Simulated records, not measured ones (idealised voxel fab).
process module | voxel ribs on slabs
cross-section cut | 260 nm wide | cells 5 nm
A cross-section is a grid of square cells, given in bands from the top down. A band is one or more rows of cells.
Each band's line starts with the height of the band's top and of its bottom, in nm. Then come its materials from left to right, each with its width in nm. One material with "throughout" fills the band from edge to edge. "air" is empty space.
Height 0 is the level under which the wafer as received is all one material. The lowest band goes on downwards, as in "0 down".
A width such as "30 to 40" changes by the same amount from each row of cells to the next, from the band's top row to its bottom row.
"no change" after a step means that no cell of the cross-section changed.
closed voids: empty space of 8 cells or more with no open way to the top, each as width x height at its distance from the left edge, in nm
after a step's settings: what the simulator itself notes on the step
overlay nm, on a step with a mask: how far to the right of its planned place the mask lay; to the left if negative
plan
1 op RECEIVE | material Si
2 op DIRECTIONAL_DEP | material SiO2 | thk nm 20
3 op DIRECTIONAL_DEP | material SiN | thk nm 15
4 op DIRECTIONAL_DEP | material aC | thk nm 10
5 op PATTERN | tone cover | mask id RIB | material resist | width nm 20 | thk nm 25 | overlay nm 0
6 op DIRECTIONAL_ETCH | etch materials aC | depth nm 10
7 op STRIP | etch materials resist
8 op DIRECTIONAL_ETCH | etch materials SiN | depth nm 10
9 op STRIP | etch materials aC
10 op MASKED_ETCH | tone cover | mask id SLAB | width nm 70 | etch materials SiN | depth nm 5 | overlay nm 0
11 op FILL_DEP | material SiO2 | thk nm 20
12 op CMP | height nm 45
13 op DIRECTIONAL_DEP | material TiN | thk nm 10
14 op PATTERN | tone cover | mask id HEATER | material resist | width nm 30 | thk nm 15 | overlay nm 0
15 op DIRECTIONAL_ETCH | etch materials TiN | depth nm 10
16 op STRIP | etch materials resist
17 op CONFORMAL_DEP | material SiO2 | thk nm 10
as received, after step 1
  0 down: Si throughout
  closed voids: none
a wafer at the end: this start, this plan, one mistake
  65 to 55: air 105 | SiO2 50 | air 105
  55 to 45: SiO2 115 | TiN 30 | SiO2 115
  45 to 35: SiO2 throughout
  35 to 30: SiO2 95 | SiN 70 | SiO2 95
  30 to 20: aC throughout
  20 to 0: SiO2 throughout
  0 down: Si throughout
  closed voids: none
what went wrong: steps 3 and 4 were swapped
